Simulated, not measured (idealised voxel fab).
The following process module bears the name voxel self aligned contacts.
Shown is cross-section cut, with a width of 300 nm and square cells of size 5 nm.
Think of the cross-section as a grid of square cells. We describe it in bands, top to bottom, and each band covers one or more rows of those cells. Within each band entry, the heights of the top and of the bottom of the band appear first, in that order and in nm; the materials of the band then follow from left to right, each with its corresponding width in nm. The designation "everywhere" on a single material indicates that it fills the band from edge to edge; the designation "air" indicates empty space. For the purposes of this specification, 0 denotes the height below which the wafer in its as-received condition is composed wholly of one material, and the lowermost band, lacking a lower limit, extends downward without end, as expressed in "z 0 and below". Width "30 to 40": first value at the band's top row of cells, second value at its bottom row, equal change from row to row. Take "same as before" at face value: in the step it is given for, the cross-section changed in none of its cells. "Voids, enclosed": sealed empty spaces, 8 cells or more, no open way to top, listed width x height at distance, with distance from the left edge and width, height and distance in nm. Heads up: the bit after the settings on a step's line is the simulator's remark on that step. When a step includes a mask, the "overlay nm" setting on its line states how far to the right of its planned place that mask lay, and negative values state how far to the left.
### plan
- 1: RECEIVE (material Si)
- 2: OXIDIZE (depth nm 5)
- 3: DIRECTIONAL_DEP (material polySi; thk nm 20)
- 4: DIRECTIONAL_DEP (material SiN; thk nm 15)
- 5: MASKED_ETCH (tone cover; mask id GATE; width nm 25; pitch nm 60; etch materials SiN; depth nm 15; overlay nm 0)
- 6: MASKED_ETCH (tone cover; mask id GATE; width nm 25; pitch nm 60; etch materials polySi; depth nm 20; overlay nm 0)
- 7: CONFORMAL_DEP (material SiN; thk nm 5)
- 8: DIRECTIONAL_ETCH (etch materials SiN; depth nm 5)
- 9: FILL_DEP (material SiO2; thk nm 15)
- 10: CMP (height nm 40)
- 11: DIRECTIONAL_DEP (material aC; thk nm 10)
- 12: PATTERN (tone open; mask id CONTACT; material resist; width nm 45; thk nm 30; overlay nm 0)
- 13: DIRECTIONAL_ETCH (etch materials aC; depth nm 10)
- 14: STRIP (etch materials resist)
- 15: DIRECTIONAL_ETCH (etch materials SiO2; depth nm 45)
- 16: STRIP (etch materials aC)
- 17: CONFORMAL_DEP (material TiN; thk nm 5)
- 18: FILL_DEP (material Ru; thk nm 5)
- 19: CMP (height nm 40)
- 20: CONFORMAL_DEP (material SiN; thk nm 5)
### Below: the first of two wafers, run as planned
### Cross-section of the incoming wafer, state after step 1
- z 0 and below = Si everywhere
- Voids, enclosed: none
### Cross-section through the wafer, step 2 finished
- z 0 to -5 = SiO2 everywhere
- Below a height of -5, the structure has not been altered.
### Cross-section through the wafer, step 3 finished
- z 20 to 0 = polySi everywhere
- Below a height of 0, the structure has not been altered.
### Cross-section through the wafer, step 4 finished
- z 35 to 20 = SiN everywhere
- Below a height of 20, the structure has not been altered.
### Cross-section through the wafer, step 5 finished
- z 35 to 20 = 105 air / 25 SiN / 35 air / 25 SiN / 110 air
- Below a height of 20, the structure has not been altered.
### Cross-section through the wafer, step 6 finished
- z 35 to 20 = 105 air / 25 SiN / 35 air / 25 SiN / 110 air
- z 20 to 0 = 105 air / 25 polySi / 35 air / 25 polySi / 110 air
- Below a height of 0, the structure has not been altered.
### Cross-section through the wafer, step 7 finished
- z 40 to 20 = 100 air / 35 SiN / 25 air / 35 SiN / 105 air
- z 20 to 5 = 100 air / 5 SiN / 25 polySi / 5 SiN / 25 air / 5 SiN / 25 polySi / 5 SiN / 105 air
- z 5 to 0 = 105 SiN / 25 polySi / 35 SiN / 25 polySi / 110 SiN
- Below a height of 0, the structure has not been altered.
### Cross-section through the wafer, step 8 finished
- z 35 to 20 = 100 air / 35 SiN / 25 air / 35 SiN / 105 air
- z 20 to 0 = 100 air / 5 SiN / 25 polySi / 5 SiN / 25 air / 5 SiN / 25 polySi / 5 SiN / 105 air
- Below a height of 0, the structure has not been altered.
### Cross-section through the wafer, step 9 finished
- z 50 to 35 = SiO2 everywhere
- z 35 to 20 = 100 SiO2 / 35 SiN / 25 SiO2 / 35 SiN / 105 SiO2
- z 20 to 0 = 100 SiO2 / 5 SiN / 25 polySi / 5 SiN / 25 SiO2 / 5 SiN / 25 polySi / 5 SiN / 105 SiO2
- Below a height of 0, the structure has not been altered.
### Cross-section through the wafer, step 10 finished
- z 40 to 35 = SiO2 everywhere
- Below a height of 35, the structure has not been altered.
### Cross-section through the wafer, step 11 finished
- z 50 to 40 = aC everywhere
- Below a height of 40, the structure has not been altered.
### Cross-section through the wafer, step 12 finished
- z 80 to 50 = 125 resist / 45 air / 130 resist
- Below a height of 50, the structure has not been altered.
### Cross-section through the wafer, step 13 finished
- z 70 to 50 = 125 resist / 45 air / 130 resist
- z 50 to 40 = 125 aC / 45 air / 130 aC
- Below a height of 40, the structure has not been altered.
### Cross-section through the wafer, step 14 finished
- z 50 to 40 = 125 aC / 45 air / 130 aC
- Below a height of 40, the structure has not been altered.
### Cross-section through the wafer, step 15 finished
- z 50 to 40 = 125 aC / 45 air / 130 aC
- z 40 to 35 = 125 SiO2 / 45 air / 130 SiO2
- z 35 to 20 = 100 SiO2 / 35 SiN / 25 air / 35 SiN / 105 SiO2
- z 20 to 0 = 100 SiO2 / 5 SiN / 25 polySi / 5 SiN / 25 air / 5 SiN / 25 polySi / 5 SiN / 105 SiO2
- z 0 to -5 = 135 SiO2 / 25 air / 140 SiO2
- Below a height of -5, the structure has not been altered.
### Cross-section through the wafer, step 16 finished
- z 40 to 35 = 125 SiO2 / 45 air / 130 SiO2
- Below a height of 35, the structure has not been altered.
### Cross-section through the wafer, step 17 finished
- z 45 to 40 = 130 TiN / 35 air / 135 TiN
- z 40 to 35 = 125 SiO2 / 15 TiN / 15 air / 15 TiN / 130 SiO2
- z 35 to 20 = 100 SiO2 / 35 SiN / 5 TiN / 15 air / 5 TiN / 35 SiN / 105 SiO2
- z 20 to 0 = 100 SiO2 / 5 SiN / 25 polySi / 5 SiN / 5 TiN / 15 air / 5 TiN / 5 SiN / 25 polySi / 5 SiN / 105 SiO2
- z 0 to -5 = 135 SiO2 / 25 TiN / 140 SiO2
- Below a height of -5, the structure has not been altered.
### Cross-section through the wafer, step 18 finished
- z 50 to 45 = Ru everywhere
- z 45 to 40 = 130 TiN / 35 Ru / 135 TiN
- z 40 to 35 = 125 SiO2 / 15 TiN / 15 Ru / 15 TiN / 130 SiO2
- z 35 to 20 = 100 SiO2 / 35 SiN / 5 TiN / 15 Ru / 5 TiN / 35 SiN / 105 SiO2
- z 20 to 0 = 100 SiO2 / 5 SiN / 25 polySi / 5 SiN / 5 TiN / 15 Ru / 5 TiN / 5 SiN / 25 polySi / 5 SiN / 105 SiO2
- Below a height of 0, the structure has not been altered.
### Cross-section through the wafer, step 19 finished
- z 40 to 35 = 125 SiO2 / 15 TiN / 15 Ru / 15 TiN / 130 SiO2
- Below a height of 35, the structure has not been altered.
### Cross-section through the wafer, step 20 finished
- z 45 to 40 = SiN everywhere
- Below a height of 40, the structure has not been altered.
### Second wafer: same start and same plan as the first, one execution error; identical to the first through step 2
### Cross-section of the second wafer corresponding to the planned conclusion of step 3
- z 30 to 0 = polySi everywhere
- Below a height of 0, the structure has not been altered.
### Cross-section of the second wafer corresponding to the planned conclusion of step 4
- z 45 to 30 = SiN everywhere
- Below a height of 30, the structure has not been altered.
### Cross-section of the second wafer corresponding to the planned conclusion of step 5
- z 45 to 30 = 105 air / 25 SiN / 35 air / 25 SiN / 110 air
- Below a height of 30, the structure has not been altered.
### Cross-section of the second wafer corresponding to the planned conclusion of step 6
- z 45 to 30 = 105 air / 25 SiN / 35 air / 25 SiN / 110 air
- z 30 to 10 = 105 air / 25 polySi / 35 air / 25 polySi / 110 air
- Below a height of 10, the structure has not been altered.
### Cross-section of the second wafer corresponding to the planned conclusion of step 7
- z 50 to 30 = 100 air / 35 SiN / 25 air / 35 SiN / 105 air
- z 30 to 15 = 100 air / 5 SiN / 25 polySi / 5 SiN / 25 air / 5 SiN / 25 polySi / 5 SiN / 105 air
- z 15 to 10 = 105 SiN / 25 polySi / 35 SiN / 25 polySi / 110 SiN
- Below a height of 10, the structure has not been altered.
### Cross-section of the second wafer corresponding to the planned conclusion of step 8
- z 45 to 30 = 100 air / 35 SiN / 25 air / 35 SiN / 105 air
- z 30 to 10 = 100 air / 5 SiN / 25 polySi / 5 SiN / 25 air / 5 SiN / 25 polySi / 5 SiN / 105 air
- Below a height of 10, the structure has not been altered.
### Cross-section of the second wafer corresponding to the planned conclusion of step 9
- z 60 to 45 = SiO2 everywhere
- z 45 to 30 = 100 SiO2 / 35 SiN / 25 SiO2 / 35 SiN / 105 SiO2
- z 30 to 10 = 100 SiO2 / 5 SiN / 25 polySi / 5 SiN / 25 SiO2 / 5 SiN / 25 polySi / 5 SiN / 105 SiO2
- Below a height of 10, the structure has not been altered.
### Cross-section of the second wafer corresponding to the planned conclusion of step 10
- z 40 to 30 = 100 SiO2 / 35 SiN / 25 SiO2 / 35 SiN / 105 SiO2
- Below a height of 30, the structure has not been altered.
### Cross-section of the second wafer corresponding to the planned conclusion of step 11
- z 50 to 40 = aC everywhere
- Below a height of 40, the structure has not been altered.
### Cross-section of the second wafer corresponding to the planned conclusion of step 12
- z 80 to 50 = 125 resist / 45 air / 130 resist
- Below a height of 50, the structure has not been altered.
### Cross-section of the second wafer corresponding to the planned conclusion of step 13
- z 70 to 50 = 125 resist / 45 air / 130 resist
- z 50 to 40 = 125 aC / 45 air / 130 aC
- Below a height of 40, the structure has not been altered.
### Cross-section of the second wafer corresponding to the planned conclusion of step 14
- z 50 to 40 = 125 aC / 45 air / 130 aC
- Below a height of 40, the structure has not been altered.
### Cross-section of the second wafer corresponding to the planned conclusion of step 15
- z 50 to 40 = 125 aC / 45 air / 130 aC
- z 40 to 30 = 100 SiO2 / 35 SiN / 25 air / 35 SiN / 105 SiO2
- z 30 to 10 = 100 SiO2 / 5 SiN / 25 polySi / 5 SiN / 25 air / 5 SiN / 25 polySi / 5 SiN / 105 SiO2
- Below a height of 10, the structure has not been altered.
### Cross-section of the second wafer corresponding to the planned conclusion of step 16
- z 40 to 30 = 100 SiO2 / 35 SiN / 25 air / 35 SiN / 105 SiO2
- Below a height of 30, the structure has not been altered.
### Cross-section of the second wafer corresponding to the planned conclusion of step 17
- z 45 to 40 = 140 TiN / 15 air / 145 TiN
- z 40 to 30 = 100 SiO2 / 35 SiN / 5 TiN / 15 air / 5 TiN / 35 SiN / 105 SiO2
- z 30 to 15 = 100 SiO2 / 5 SiN / 25 polySi / 5 SiN / 5 TiN / 15 air / 5 TiN / 5 SiN / 25 polySi / 5 SiN / 105 SiO2
- z 15 to 10 = 100 SiO2 / 5 SiN / 25 polySi / 5 SiN / 25 TiN / 5 SiN / 25 polySi / 5 SiN / 105 SiO2
- Below a height of 10, the structure has not been altered.
### Cross-section of the second wafer corresponding to the planned conclusion of step 18
- z 50 to 45 = Ru everywhere
- z 45 to 40 = 140 TiN / 15 Ru / 145 TiN
- z 40 to 30 = 100 SiO2 / 35 SiN / 5 TiN / 15 Ru / 5 TiN / 35 SiN / 105 SiO2
- z 30 to 15 = 100 SiO2 / 5 SiN / 25 polySi / 5 SiN / 5 TiN / 15 Ru / 5 TiN / 5 SiN / 25 polySi / 5 SiN / 105 SiO2
- Below a height of 15, the structure has not been altered.
### Cross-section of the second wafer corresponding to the planned conclusion of step 19
- z 40 to 30 = 100 SiO2 / 35 SiN / 5 TiN / 15 Ru / 5 TiN / 35 SiN / 105 SiO2
- Below a height of 30, the structure has not been altered.
### Cross-section of the second wafer corresponding to the planned conclusion of step 20
- z 45 to 40 = SiN everywhere
- Below a height of 40, the structure has not been altered.
Want to know what went wrong? the process deviated at step 3: the operation and settings actually run there were DIRECTIONAL_DEP (material polySi; thk nm 30)
Counted in cells at the end, the second wafer holds more or fewer of these materials than the first: Ru -9, SiN -14, SiO2 -87, TiN -10, polySi +120
